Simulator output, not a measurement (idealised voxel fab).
The following process module bears the name voxel wiring stack.
Section cut is 270 nm wide and gridded with 5 nm square cells.
In what follows, cross-sections appear as grids of square cells, described through bands that run from the top down, where every band is one or more rows of cells.
A band entry consists of two parts. The first gives the height of the band's top and the height of its bottom, in nm. The rest lists the band's materials from left to right, each with its width in nm. A single material labelled with the word "throughout" fills the band from edge to edge, and the word "blank" marks empty space.
It should be noted that heights are counted from 0, beneath which the wafer as supplied is of one material throughout, and that the lowest band possesses no lower boundary but continues downward, as written in "0..down".
Graded width ("30 to 40"): value in top row of band = first number; value in bottom row = second number; row-to-row change constant.
"everything unchanged", as given for a step, is the statement that not any cell of the cross-section underwent a change during that step.
"Sealed cavities": sealed empty spaces, 8 cells or more, no open way to top, listed width x height at distance, with distance from the left edge and width, height and distance in nm.
That trailing text on a step's line, after the settings, is the simulator's own remark on the step.
The optional step-line setting "overlay nm" applies to steps with a mask and quantifies how far to the right of its planned location the mask lay, a negative value indicating leftward placement.

Process steps foreseen in the plan:
1: RECEIVE with material Si
2: CONFORMAL_DEP with material SiO2, thk nm 10
3: CONFORMAL_DEP with material SiCN, thk nm 5
4: DIRECTIONAL_DEP with material SiO2, thk nm 20
5: MASKED_ETCH with tone open, mask id METAL_1, width nm 20, pitch nm 45, etch materials SiO2, depth nm 20, overlay nm 0
6: MASKED_ETCH with tone open, mask id METAL_1, width nm 20, pitch nm 45, etch materials SiCN, depth nm 5, overlay nm 0
7: CONFORMAL_DEP with material TiN, thk nm 5
8: FILL_DEP with material Cu, thk nm 10
9: CMP with height nm 35
10: CONFORMAL_DEP with material SiCN, thk nm 5
11: DIRECTIONAL_DEP with material SiO2, thk nm 30
12: PATTERN with tone open, mask id METAL_2_HOLES, material resist, width nm 15, pitch nm 90, thk nm 15, overlay nm 0
13: DIRECTIONAL_ETCH with etch materials SiO2, depth nm 30
14: STRIP with etch materials resist
15: DIRECTIONAL_DEP with material aC, thk nm 10
16: PATTERN with tone open, mask id METAL_2, material resist, width nm 20, pitch nm 45, thk nm 25, overlay nm 0
17: DIRECTIONAL_ETCH with etch materials aC, depth nm 10
18: STRIP with etch materials resist
19: DIRECTIONAL_ETCH with etch materials SiO2, depth nm 20
20: DIRECTIONAL_ETCH with etch materials SiCN, depth nm 5
21: STRIP with etch materials aC
22: CONFORMAL_DEP with material TiN, thk nm 5
23: FILL_DEP with material Cu, thk nm 5
24: CMP with height nm 70
25: CONFORMAL_DEP with material SiCN, thk nm 5
26: DIRECTIONAL_DEP with material SiO2, thk nm 35
27: PATTERN with tone open, mask id METAL_3_HOLES, material resist, width nm 15, pitch nm 45, thk nm 15, overlay nm 0
28: DIRECTIONAL_ETCH with etch materials SiO2, depth nm 35
29: STRIP with etch materials resist
30: PATTERN with tone open, mask id METAL_3, material resist, width nm 20, pitch nm 45, thk nm 15, overlay nm 0
31: DIRECTIONAL_ETCH with etch materials SiO2, depth nm 20
32: DIRECTIONAL_ETCH with etch materials SiCN, depth nm 5
33: STRIP with etch materials resist
34: CONFORMAL_DEP with material TiN, thk nm 5
35: FILL_DEP with material Cu, thk nm 5
36: CMP with height nm 110
37: CONFORMAL_DEP with material SiCN, thk nm 5
38: DIRECTIONAL_DEP with material SiO2, thk nm 20
39: DIRECTIONAL_DEP with material aC, thk nm 15
40: PATTERN with tone open, mask id PLUG_3, material resist, width nm 15, pitch nm 90, thk nm 35, overlay nm 0
41: DIRECTIONAL_ETCH with etch materials aC, depth nm 15
42: STRIP with etch materials resist
43: DIRECTIONAL_ETCH with etch materials SiO2, depth nm 20
44: DIRECTIONAL_ETCH with etch materials SiCN, depth nm 5
45: STRIP with etch materials aC
46: CONFORMAL_DEP with material TiN, thk nm 5
47: FILL_DEP with material Cu, thk nm 5
48: CMP with height nm 135
49: DIRECTIONAL_DEP with material TiN, thk nm 5
50: DIRECTIONAL_DEP with material Ru, thk nm 25
51: PATTERN with tone cover, mask id METAL_4, material resist, width nm 20, pitch nm 45, thk nm 20, overlay nm 0
52: DIRECTIONAL_ETCH with etch materials Ru, depth nm 25
53: DIRECTIONAL_ETCH with etch materials TiN, depth nm 5
54: STRIP with etch materials resist
55: FILL_DEP with material SiO2, thk nm 5
56: CMP with height nm 165
57: CONFORMAL_DEP with material SiCN, thk nm 5

First of two wafers, with the run carried out as planned:

Wafer at receipt (post step 1), cross-section:
	0..down  Si throughout
	Sealed cavities: none

The following cross-section depicts the wafer upon completion of step 2:
	10..0  SiO2 throughout
	Heights below 0 show no change.

The following cross-section depicts the wafer upon completion of step 3:
	15..10  SiCN throughout
	Heights below 10 show no change.

The following cross-section depicts the wafer upon completion of step 4:
	35..15  SiO2 throughout
	Heights below 15 show no change.

The following cross-section depicts the wafer upon completion of step 5:
	35..15  55 SiO2 / 20 blank / 25 SiO2 / 20 blank / 25 SiO2 / 20 blank / 25 SiO2 / 20 blank / 60 SiO2
	Heights below 15 show no change.

The following cross-section depicts the wafer upon completion of step 6:
	35..15  55 SiO2 / 20 blank / 25 SiO2 / 20 blank / 25 SiO2 / 20 blank / 25 SiO2 / 20 blank / 60 SiO2
	15..10  55 SiCN / 20 blank / 25 SiCN / 20 blank / 25 SiCN / 20 blank / 25 SiCN / 20 blank / 60 SiCN
	Heights below 10 show no change.

The following cross-section depicts the wafer upon completion of step 7:
	40..35  60 TiN / 10 blank / 35 TiN / 10 blank / 35 TiN / 10 blank / 35 TiN / 10 blank / 65 TiN
	35..15  55 SiO2 / 5 TiN / 10 blank / 5 TiN / 25 SiO2 / 5 TiN / 10 blank / 5 TiN / 25 SiO2 / 5 TiN / 10 blank / 5 TiN / 25 SiO2 / 5 TiN / 10 blank / 5 TiN / 60 SiO2
	15..10  55 SiCN / 20 TiN / 25 SiCN / 20 TiN / 25 SiCN / 20 TiN / 25 SiCN / 20 TiN / 60 SiCN
	Heights below 10 show no change.

The following cross-section depicts the wafer upon completion of step 8:
	50..40  Cu throughout
	40..35  60 TiN / 10 Cu / 35 TiN / 10 Cu / 35 TiN / 10 Cu / 35 TiN / 10 Cu / 65 TiN
	35..15  55 SiO2 / 5 TiN / 10 Cu / 5 TiN / 25 SiO2 / 5 TiN / 10 Cu / 5 TiN / 25 SiO2 / 5 TiN / 10 Cu / 5 TiN / 25 SiO2 / 5 TiN / 10 Cu / 5 TiN / 60 SiO2
	Heights below 15 show no change.

The following cross-section depicts the wafer upon completion of step 9:
	35..15  55 SiO2 / 5 TiN / 10 Cu / 5 TiN / 25 SiO2 / 5 TiN / 10 Cu / 5 TiN / 25 SiO2 / 5 TiN / 10 Cu / 5 TiN / 25 SiO2 / 5 TiN / 10 Cu / 5 TiN / 60 SiO2
	Heights below 15 show no change.

The following cross-section depicts the wafer upon completion of step 10:
	40..35  SiCN throughout
	Heights below 35 show no change.

The following cross-section depicts the wafer upon completion of step 11:
	70..40  SiO2 throughout
	Heights below 40 show no change.

The following cross-section depicts the wafer upon completion of step 12:
	85..70  55 resist / 15 blank / 75 resist / 15 blank / 110 resist
	Heights below 70 show no change.

The following cross-section depicts the wafer upon completion of step 13:
	85..70  55 resist / 15 blank / 75 resist / 15 blank / 110 resist
	70..40  55 SiO2 / 15 blank / 75 SiO2 / 15 blank / 110 SiO2
	Heights below 40 show no change.

The following cross-section depicts the wafer upon completion of step 14:
	70..40  55 SiO2 / 15 blank / 75 SiO2 / 15 blank / 110 SiO2
	Heights below 40 show no change.

The following cross-section depicts the wafer upon completion of step 15:
	80..70  55 aC / 15 blank / 75 aC / 15 blank / 110 aC
	70..50  55 SiO2 / 15 blank / 75 SiO2 / 15 blank / 110 SiO2
	50..40  55 SiO2 / 15 aC / 75 SiO2 / 15 aC / 110 SiO2
	Heights below 40 show no change.

The following cross-section depicts the wafer upon completion of step 16:
	105..80  55 resist / 20 blank / 25 resist / 20 blank / 25 resist / 20 blank / 25 resist / 20 blank / 60 resist
	Heights below 80 show no change.

The following cross-section depicts the wafer upon completion of step 17:
	95..80  55 resist / 20 blank / 25 resist / 20 blank / 25 resist / 20 blank / 25 resist / 20 blank / 60 resist
	80..70  55 aC / 20 blank / 25 aC / 20 blank / 25 aC / 20 blank / 25 aC / 20 blank / 60 aC
	70..40  55 SiO2 / 15 blank / 75 SiO2 / 15 blank / 110 SiO2
	Heights below 40 show no change.

The following cross-section depicts the wafer upon completion of step 18:
	80..70  55 aC / 20 blank / 25 aC / 20 blank / 25 aC / 20 blank / 25 aC / 20 blank / 60 aC
	Heights below 70 show no change.

The following cross-section depicts the wafer upon completion of step 19:
	80..70  55 aC / 20 blank / 25 aC / 20 blank / 25 aC / 20 blank / 25 aC / 20 blank / 60 aC
	70..50  55 SiO2 / 20 blank / 25 SiO2 / 20 blank / 25 SiO2 / 20 blank / 25 SiO2 / 20 blank / 60 SiO2
	Heights below 50 show no change.

The following cross-section depicts the wafer upon completion of step 20:
	80..70  55 aC / 20 blank / 25 aC / 20 blank / 25 aC / 20 blank / 25 aC / 20 blank / 60 aC
	70..50  55 SiO2 / 20 blank / 25 SiO2 / 20 blank / 25 SiO2 / 20 blank / 25 SiO2 / 20 blank / 60 SiO2
	50..40  55 SiO2 / 15 blank / 75 SiO2 / 15 blank / 110 SiO2
	40..35  55 SiCN / 15 blank / 75 SiCN / 15 blank / 110 SiCN
	Heights below 35 show no change.

The following cross-section depicts the wafer upon completion of step 21:
	70..50  55 SiO2 / 20 blank / 25 SiO2 / 20 blank / 25 SiO2 / 20 blank / 25 SiO2 / 20 blank / 60 SiO2
	Heights below 50 show no change.

The following cross-section depicts the wafer upon completion of step 22:
	75..70  60 TiN / 10 blank / 35 TiN / 10 blank / 35 TiN / 10 blank / 35 TiN / 10 blank / 65 TiN
	70..55  55 SiO2 / 5 TiN / 10 blank / 5 TiN / 25 SiO2 / 5 TiN / 10 blank / 5 TiN / 25 SiO2 / 5 TiN / 10 blank / 5 TiN / 25 SiO2 / 5 TiN / 10 blank / 5 TiN / 60 SiO2
	55..50  55 SiO2 / 5 TiN / 5 blank / 10 TiN / 25 SiO2 / 20 TiN / 25 SiO2 / 5 TiN / 5 blank / 10 TiN / 25 SiO2 / 20 TiN / 60 SiO2
	50..40  55 SiO2 / 5 TiN / 5 blank / 5 TiN / 75 SiO2 / 5 TiN / 5 blank / 5 TiN / 110 SiO2
	40..35  55 SiCN / 15 TiN / 75 SiCN / 15 TiN / 110 SiCN
	Heights below 35 show no change.

The following cross-section depicts the wafer upon completion of step 23:
	80..75  Cu throughout
	75..70  60 TiN / 10 Cu / 35 TiN / 10 Cu / 35 TiN / 10 Cu / 35 TiN / 10 Cu / 65 TiN
	70..55  55 SiO2 / 5 TiN / 10 Cu / 5 TiN / 25 SiO2 / 5 TiN / 10 Cu / 5 TiN / 25 SiO2 / 5 TiN / 10 Cu / 5 TiN / 25 SiO2 / 5 TiN / 10 Cu / 5 TiN / 60 SiO2
	55..50  55 SiO2 / 5 TiN / 5 Cu / 10 TiN / 25 SiO2 / 20 TiN / 25 SiO2 / 5 TiN / 5 Cu / 10 TiN / 25 SiO2 / 20 TiN / 60 SiO2
	50..40  55 SiO2 / 5 TiN / 5 Cu / 5 TiN / 75 SiO2 / 5 TiN / 5 Cu / 5 TiN / 110 SiO2
	Heights below 40 show no change.

The following cross-section depicts the wafer upon completion of step 24:
	70..55  55 SiO2 / 5 TiN / 10 Cu / 5 TiN / 25 SiO2 / 5 TiN / 10 Cu / 5 TiN / 25 SiO2 / 5 TiN / 10 Cu / 5 TiN / 25 SiO2 / 5 TiN / 10 Cu / 5 TiN / 60 SiO2
	Heights below 55 show no change.

The following cross-section depicts the wafer upon completion of step 25:
	75..70  SiCN throughout
	Heights below 70 show no change.

The following cross-section depicts the wafer upon completion of step 26:
	110..75  SiO2 throughout
	Heights below 75 show no change.

The following cross-section depicts the wafer upon completion of step 27:
	125..110  55 resist / 15 blank / 30 resist / 15 blank / 30 resist / 15 blank / 30 resist / 15 blank / 65 resist
	Heights below 110 show no change.

The following cross-section depicts the wafer upon completion of step 28:
	125..110  55 resist / 15 blank / 30 resist / 15 blank / 30 resist / 15 blank / 30 resist / 15 blank / 65 resist
	110..75  55 SiO2 / 15 blank / 30 SiO2 / 15 blank / 30 SiO2 / 15 blank / 30 SiO2 / 15 blank / 65 SiO2
	Heights below 75 show no change.

The following cross-section depicts the wafer upon completion of step 29:
	110..75  55 SiO2 / 15 blank / 30 SiO2 / 15 blank / 30 SiO2 / 15 blank / 30 SiO2 / 15 blank / 65 SiO2
	Heights below 75 show no change.

The following cross-section depicts the wafer upon completion of step 30:
	125..110  55 resist / 20 blank / 25 resist / 20 blank / 25 resist / 20 blank / 25 resist / 20 blank / 60 resist
	Heights below 110 show no change.

The following cross-section depicts the wafer upon completion of step 31:
	125..110  55 resist / 20 blank / 25 resist / 20 blank / 25 resist / 20 blank / 25 resist / 20 blank / 60 resist
	110..90  55 SiO2 / 20 blank / 25 SiO2 / 20 blank / 25 SiO2 / 20 blank / 25 SiO2 / 20 blank / 60 SiO2
	Heights below 90 show no change.

The following cross-section depicts the wafer upon completion of step 32:
	125..110  55 resist / 20 blank / 25 resist / 20 blank / 25 resist / 20 blank / 25 resist / 20 blank / 60 resist
	110..90  55 SiO2 / 20 blank / 25 SiO2 / 20 blank / 25 SiO2 / 20 blank / 25 SiO2 / 20 blank / 60 SiO2
	90..75  55 SiO2 / 15 blank / 30 SiO2 / 15 blank / 30 SiO2 / 15 blank / 30 SiO2 / 15 blank / 65 SiO2
	75..70  55 SiCN / 15 blank / 30 SiCN / 15 blank / 30 SiCN / 15 blank / 30 SiCN / 15 blank / 65 SiCN
	Heights below 70 show no change.

The following cross-section depicts the wafer upon completion of step 33:
	110..90  55 SiO2 / 20 blank / 25 SiO2 / 20 blank / 25 SiO2 / 20 blank / 25 SiO2 / 20 blank / 60 SiO2
	Heights below 90 show no change.

The following cross-section depicts the wafer upon completion of step 34:
	115..110  60 TiN / 10 blank / 35 TiN / 10 blank / 35 TiN / 10 blank / 35 TiN / 10 blank / 65 TiN
	110..95  55 SiO2 / 5 TiN / 10 blank / 5 TiN / 25 SiO2 / 5 TiN / 10 blank / 5 TiN / 25 SiO2 / 5 TiN / 10 blank / 5 TiN / 25 SiO2 / 5 TiN / 10 blank / 5 TiN / 60 SiO2
	95..90  55 SiO2 / 5 TiN / 5 blank / 10 TiN / 25 SiO2 / 5 TiN / 5 blank / 10 TiN / 25 SiO2 / 5 TiN / 5 blank / 10 TiN / 25 SiO2 / 5 TiN / 5 blank / 10 TiN / 60 SiO2
	90..75  55 SiO2 / 5 TiN / 5 blank / 5 TiN / 30 SiO2 / 5 TiN / 5 blank / 5 TiN / 30 SiO2 / 5 TiN / 5 blank / 5 TiN / 30 SiO2 / 5 TiN / 5 blank / 5 TiN / 65 SiO2
	75..70  55 SiCN / 15 TiN / 30 SiCN / 15 TiN / 30 SiCN / 15 TiN / 30 SiCN / 15 TiN / 65 SiCN
	Heights below 70 show no change.

The following cross-section depicts the wafer upon completion of step 35:
	120..115  Cu throughout
	115..110  60 TiN / 10 Cu / 35 TiN / 10 Cu / 35 TiN / 10 Cu / 35 TiN / 10 Cu / 65 TiN
	110..95  55 SiO2 / 5 TiN / 10 Cu / 5 TiN / 25 SiO2 / 5 TiN / 10 Cu / 5 TiN / 25 SiO2 / 5 TiN / 10 Cu / 5 TiN / 25 SiO2 / 5 TiN / 10 Cu / 5 TiN / 60 SiO2
	95..90  55 SiO2 / 5 TiN / 5 Cu / 10 TiN / 25 SiO2 / 5 TiN / 5 Cu / 10 TiN / 25 SiO2 / 5 TiN / 5 Cu / 10 TiN / 25 SiO2 / 5 TiN / 5 Cu / 10 TiN / 60 SiO2
	90..75  55 SiO2 / 5 TiN / 5 Cu / 5 TiN / 30 SiO2 / 5 TiN / 5 Cu / 5 TiN / 30 SiO2 / 5 TiN / 5 Cu / 5 TiN / 30 SiO2 / 5 TiN / 5 Cu / 5 TiN / 65 SiO2
	Heights below 75 show no change.

The following cross-section depicts the wafer upon completion of step 36:
	110..95  55 SiO2 / 5 TiN / 10 Cu / 5 TiN / 25 SiO2 / 5 TiN / 10 Cu / 5 TiN / 25 SiO2 / 5 TiN / 10 Cu / 5 TiN / 25 SiO2 / 5 TiN / 10 Cu / 5 TiN / 60 SiO2
	Heights below 95 show no change.

The following cross-section depicts the wafer upon completion of step 37:
	115..110  SiCN throughout
	Heights below 110 show no change.

The following cross-section depicts the wafer upon completion of step 38:
	135..115  SiO2 throughout
	Heights below 115 show no change.

The following cross-section depicts the wafer upon completion of step 39:
	150..135  aC throughout
	Heights below 135 show no change.

The following cross-section depicts the wafer upon completion of step 40:
	185..150  55 resist / 15 blank / 75 resist / 15 blank / 110 resist
	Heights below 150 show no change.

The following cross-section depicts the wafer upon completion of step 41:
	170..150  55 resist / 15 blank / 75 resist / 15 blank / 110 resist
	150..135  55 aC / 15 blank / 75 aC / 15 blank / 110 aC
	Heights below 135 show no change.

The following cross-section depicts the wafer upon completion of step 42:
	150..135  55 aC / 15 blank / 75 aC / 15 blank / 110 aC
	Heights below 135 show no change.

The following cross-section depicts the wafer upon completion of step 43:
	150..135  55 aC / 15 blank / 75 aC / 15 blank / 110 aC
	135..115  55 SiO2 / 15 blank / 75 SiO2 / 15 blank / 110 SiO2
	Heights below 115 show no change.

The following cross-section depicts the wafer upon completion of step 44:
	150..135  55 aC / 15 blank / 75 aC / 15 blank / 110 aC
	135..115  55 SiO2 / 15 blank / 75 SiO2 / 15 blank / 110 SiO2
	115..110  55 SiCN / 15 blank / 75 SiCN / 15 blank / 110 SiCN
	Heights below 110 show no change.

The following cross-section depicts the wafer upon completion of step 45:
	135..115  55 SiO2 / 15 blank / 75 SiO2 / 15 blank / 110 SiO2
	Heights below 115 show no change.

The following cross-section depicts the wafer upon completion of step 46:
	140..135  60 TiN / 5 blank / 85 TiN / 5 blank / 115 TiN
	135..115  55 SiO2 / 5 TiN / 5 blank / 5 TiN / 75 SiO2 / 5 TiN / 5 blank / 5 TiN / 110 SiO2
	115..110  55 SiCN / 15 TiN / 75 SiCN / 15 TiN / 110 SiCN
	Heights below 110 show no change.

The following cross-section depicts the wafer upon completion of step 47:
	145..140  Cu throughout
	140..135  60 TiN / 5 Cu / 85 TiN / 5 Cu / 115 TiN
	135..115  55 SiO2 / 5 TiN / 5 Cu / 5 TiN / 75 SiO2 / 5 TiN / 5 Cu / 5 TiN / 110 SiO2
	Heights below 115 show no change.

The following cross-section depicts the wafer upon completion of step 48:
	135..115  55 SiO2 / 5 TiN / 5 Cu / 5 TiN / 75 SiO2 / 5 TiN / 5 Cu / 5 TiN / 110 SiO2
	Heights below 115 show no change.

The following cross-section depicts the wafer upon completion of step 49:
	140..135  TiN throughout
	Heights below 135 show no change.

The following cross-section depicts the wafer upon completion of step 50:
	165..140  Ru throughout
	Heights below 140 show no change.

The following cross-section depicts the wafer upon completion of step 51:
	185..165  55 blank / 20 resist / 25 blank / 20 resist / 25 blank / 20 resist / 25 blank / 20 resist / 60 blank
	Heights below 165 show no change.

The following cross-section depicts the wafer upon completion of step 52:
	185..165  55 blank / 20 resist / 25 blank / 20 resist / 25 blank / 20 resist / 25 blank / 20 resist / 60 blank
	165..140  55 blank / 20 Ru / 25 blank / 20 Ru / 25 blank / 20 Ru / 25 blank / 20 Ru / 60 blank
	Heights below 140 show no change.

The following cross-section depicts the wafer upon completion of step 53:
	185..165  55 blank / 20 resist / 25 blank / 20 resist / 25 blank / 20 resist / 25 blank / 20 resist / 60 blank
	165..140  55 blank / 20 Ru / 25 blank / 20 Ru / 25 blank / 20 Ru / 25 blank / 20 Ru / 60 blank
	140..135  55 blank / 20 TiN / 25 blank / 20 TiN / 25 blank / 20 TiN / 25 blank / 20 TiN / 60 blank
	Heights below 135 show no change.

The following cross-section depicts the wafer upon completion of step 54:
	165..140  55 blank / 20 Ru / 25 blank / 20 Ru / 25 blank / 20 Ru / 25 blank / 20 Ru / 60 blank
	Heights below 140 show no change.

The following cross-section depicts the wafer upon completion of step 55:
	170..165  SiO2 throughout
	165..140  55 SiO2 / 20 Ru / 25 SiO2 / 20 Ru / 25 SiO2 / 20 Ru / 25 SiO2 / 20 Ru / 60 SiO2
	140..135  55 SiO2 / 20 TiN / 25 SiO2 / 20 TiN / 25 SiO2 / 20 TiN / 25 SiO2 / 20 TiN / 60 SiO2
	Heights below 135 show no change.

The following cross-section depicts the wafer upon completion of step 56:
	165..140  55 SiO2 / 20 Ru / 25 SiO2 / 20 Ru / 25 SiO2 / 20 Ru / 25 SiO2 / 20 Ru / 60 SiO2
	Heights below 140 show no change.

The following cross-section depicts the wafer upon completion of step 57:
	170..165  SiCN throughout
	Heights below 165 show no change.

For the second wafer, take the first wafer's start and plan, then add one mistake made in running it; everything through step 25, that step included, is shared with the first:

Second wafer, cut view, end of step 26 per plan:
	145..75  SiO2 throughout
	Heights below 75 show no change.

Second wafer, cut view, end of step 27 per plan:
	160..145  55 resist / 15 blank / 30 resist / 15 blank / 30 resist / 15 blank / 30 resist / 15 blank / 65 resist
	Heights below 145 show no change.

Second wafer, cut view, end of step 28 per plan:
	160..145  55 resist / 15 blank / 30 resist / 15 blank / 30 resist / 15 blank / 30 resist / 15 blank / 65 resist
	145..110  55 SiO2 / 15 blank / 30 SiO2 / 15 blank / 30 SiO2 / 15 blank / 30 SiO2 / 15 blank / 65 SiO2
	Heights below 110 show no change.

Second wafer, cut view, end of step 29 per plan:
	145..110  55 SiO2 / 15 blank / 30 SiO2 / 15 blank / 30 SiO2 / 15 blank / 30 SiO2 / 15 blank / 65 SiO2
	Heights below 110 show no change.

Second wafer, cut view, end of step 30 per plan:
	160..145  55 resist / 20 blank / 25 resist / 20 blank / 25 resist / 20 blank / 25 resist / 20 blank / 60 resist
	Heights below 145 show no change.

Second wafer, cut view, end of step 31 per plan:
	160..145  55 resist / 20 blank / 25 resist / 20 blank / 25 resist / 20 blank / 25 resist / 20 blank / 60 resist
	145..125  55 SiO2 / 20 blank / 25 SiO2 / 20 blank / 25 SiO2 / 20 blank / 25 SiO2 / 20 blank / 60 SiO2
	125..90  55 SiO2 / 15 blank / 30 SiO2 / 15 blank / 30 SiO2 / 15 blank / 30 SiO2 / 15 blank / 65 SiO2
	Heights below 90 show no change.

Second wafer, cut view, end of step 32 per plan: everything unchanged

Second wafer, cut view, end of step 33 per plan:
	145..125  55 SiO2 / 20 blank / 25 SiO2 / 20 blank / 25 SiO2 / 20 blank / 25 SiO2 / 20 blank / 60 SiO2
	Heights below 125 show no change.

Second wafer, cut view, end of step 34 per plan:
	150..145  60 TiN / 10 blank / 35 TiN / 10 blank / 35 TiN / 10 blank / 35 TiN / 10 blank / 65 TiN
	145..130  55 SiO2 / 5 TiN / 10 blank / 5 TiN / 25 SiO2 / 5 TiN / 10 blank / 5 TiN / 25 SiO2 / 5 TiN / 10 blank / 5 TiN / 25 SiO2 / 5 TiN / 10 blank / 5 TiN / 60 SiO2
	130..125  55 SiO2 / 5 TiN / 5 blank / 10 TiN / 25 SiO2 / 5 TiN / 5 blank / 10 TiN / 25 SiO2 / 5 TiN / 5 blank / 10 TiN / 25 SiO2 / 5 TiN / 5 blank / 10 TiN / 60 SiO2
	125..95  55 SiO2 / 5 TiN / 5 blank / 5 TiN / 30 SiO2 / 5 TiN / 5 blank / 5 TiN / 30 SiO2 / 5 TiN / 5 blank / 5 TiN / 30 SiO2 / 5 TiN / 5 blank / 5 TiN / 65 SiO2
	95..90  55 SiO2 / 15 TiN / 30 SiO2 / 15 TiN / 30 SiO2 / 15 TiN / 30 SiO2 / 15 TiN / 65 SiO2
	Heights below 90 show no change.

Second wafer, cut view, end of step 35 per plan:
	155..150  Cu throughout
	150..145  60 TiN / 10 Cu / 35 TiN / 10 Cu / 35 TiN / 10 Cu / 35 TiN / 10 Cu / 65 TiN
	145..130  55 SiO2 / 5 TiN / 10 Cu / 5 TiN / 25 SiO2 / 5 TiN / 10 Cu / 5 TiN / 25 SiO2 / 5 TiN / 10 Cu / 5 TiN / 25 SiO2 / 5 TiN / 10 Cu / 5 TiN / 60 SiO2
	130..125  55 SiO2 / 5 TiN / 5 Cu / 10 TiN / 25 SiO2 / 5 TiN / 5 Cu / 10 TiN / 25 SiO2 / 5 TiN / 5 Cu / 10 TiN / 25 SiO2 / 5 TiN / 5 Cu / 10 TiN / 60 SiO2
	125..95  55 SiO2 / 5 TiN / 5 Cu / 5 TiN / 30 SiO2 / 5 TiN / 5 Cu / 5 TiN / 30 SiO2 / 5 TiN / 5 Cu / 5 TiN / 30 SiO2 / 5 TiN / 5 Cu / 5 TiN / 65 SiO2
	Heights below 95 show no change.

Second wafer, cut view, end of step 36 per plan:
	110..95  55 SiO2 / 5 TiN / 5 Cu / 5 TiN / 30 SiO2 / 5 TiN / 5 Cu / 5 TiN / 30 SiO2 / 5 TiN / 5 Cu / 5 TiN / 30 SiO2 / 5 TiN / 5 Cu / 5 TiN / 65 SiO2
	Heights below 95 show no change.

Second wafer, cut view, end of step 37 per plan:
	115..110  SiCN throughout
	Heights below 110 show no change.

Second wafer, cut view, end of step 38 per plan:
	135..115  SiO2 throughout
	Heights below 115 show no change.

Second wafer, cut view, end of step 39 per plan:
	150..135  aC throughout
	Heights below 135 show no change.

Second wafer, cut view, end of step 40 per plan:
	185..150  55 resist / 15 blank / 75 resist / 15 blank / 110 resist
	Heights below 150 show no change.

Second wafer, cut view, end of step 41 per plan:
	170..150  55 resist / 15 blank / 75 resist / 15 blank / 110 resist
	150..135  55 aC / 15 blank / 75 aC / 15 blank / 110 aC
	Heights below 135 show no change.

Second wafer, cut view, end of step 42 per plan:
	150..135  55 aC / 15 blank / 75 aC / 15 blank / 110 aC
	Heights below 135 show no change.

Second wafer, cut view, end of step 43 per plan:
	150..135  55 aC / 15 blank / 75 aC / 15 blank / 110 aC
	135..115  55 SiO2 / 15 blank / 75 SiO2 / 15 blank / 110 SiO2
	Heights below 115 show no change.

Second wafer, cut view, end of step 44 per plan:
	150..135  55 aC / 15 blank / 75 aC / 15 blank / 110 aC
	135..115  55 SiO2 / 15 blank / 75 SiO2 / 15 blank / 110 SiO2
	115..110  55 SiCN / 15 blank / 75 SiCN / 15 blank / 110 SiCN
	Heights below 110 show no change.

Second wafer, cut view, end of step 45 per plan:
	135..115  55 SiO2 / 15 blank / 75 SiO2 / 15 blank / 110 SiO2
	Heights below 115 show no change.

Second wafer, cut view, end of step 46 per plan:
	140..135  60 TiN / 5 blank / 85 TiN / 5 blank / 115 TiN
	135..115  55 SiO2 / 5 TiN / 5 blank / 5 TiN / 75 SiO2 / 5 TiN / 5 blank / 5 TiN / 110 SiO2
	115..110  55 SiCN / 15 TiN / 75 SiCN / 15 TiN / 110 SiCN
	Heights below 110 show no change.

Second wafer, cut view, end of step 47 per plan:
	145..140  Cu throughout
	140..135  60 TiN / 5 Cu / 85 TiN / 5 Cu / 115 TiN
	135..115  55 SiO2 / 5 TiN / 5 Cu / 5 TiN / 75 SiO2 / 5 TiN / 5 Cu / 5 TiN / 110 SiO2
	Heights below 115 show no change.

Second wafer, cut view, end of step 48 per plan:
	135..115  55 SiO2 / 5 TiN / 5 Cu / 5 TiN / 75 SiO2 / 5 TiN / 5 Cu / 5 TiN / 110 SiO2
	Heights below 115 show no change.

Second wafer, cut view, end of step 49 per plan:
	140..135  TiN throughout
	Heights below 135 show no change.

Second wafer, cut view, end of step 50 per plan:
	165..140  Ru throughout
	Heights below 140 show no change.

Second wafer, cut view, end of step 51 per plan:
	185..165  55 blank / 20 resist / 25 blank / 20 resist / 25 blank / 20 resist / 25 blank / 20 resist / 60 blank
	Heights below 165 show no change.

Second wafer, cut view, end of step 52 per plan:
	185..165  55 blank / 20 resist / 25 blank / 20 resist / 25 blank / 20 resist / 25 blank / 20 resist / 60 blank
	165..140  55 blank / 20 Ru / 25 blank / 20 Ru / 25 blank / 20 Ru / 25 blank / 20 Ru / 60 blank
	Heights below 140 show no change.

Second wafer, cut view, end of step 53 per plan:
	185..165  55 blank / 20 resist / 25 blank / 20 resist / 25 blank / 20 resist / 25 blank / 20 resist / 60 blank
	165..140  55 blank / 20 Ru / 25 blank / 20 Ru / 25 blank / 20 Ru / 25 blank / 20 Ru / 60 blank
	140..135  55 blank / 20 TiN / 25 blank / 20 TiN / 25 blank / 20 TiN / 25 blank / 20 TiN / 60 blank
	Heights below 135 show no change.

Second wafer, cut view, end of step 54 per plan:
	165..140  55 blank / 20 Ru / 25 blank / 20 Ru / 25 blank / 20 Ru / 25 blank / 20 Ru / 60 blank
	Heights below 140 show no change.

Second wafer, cut view, end of step 55 per plan:
	170..165  SiO2 throughout
	165..140  55 SiO2 / 20 Ru / 25 SiO2 / 20 Ru / 25 SiO2 / 20 Ru / 25 SiO2 / 20 Ru / 60 SiO2
	140..135  55 SiO2 / 20 TiN / 25 SiO2 / 20 TiN / 25 SiO2 / 20 TiN / 25 SiO2 / 20 TiN / 60 SiO2
	Heights below 135 show no change.

Second wafer, cut view, end of step 56 per plan:
	165..140  55 SiO2 / 20 Ru / 25 SiO2 / 20 Ru / 25 SiO2 / 20 Ru / 25 SiO2 / 20 Ru / 60 SiO2
	Heights below 140 show no change.

Second wafer, cut view, end of step 57 per plan:
	170..165  SiCN throughout
	Heights below 165 show no change.
Run error: in the plan, step 26 was performed twice
Final wafer comparison in cells, second versus first, more or fewer per material: Cu -28 | SiCN +12 | SiO2 +52 | TiN -36
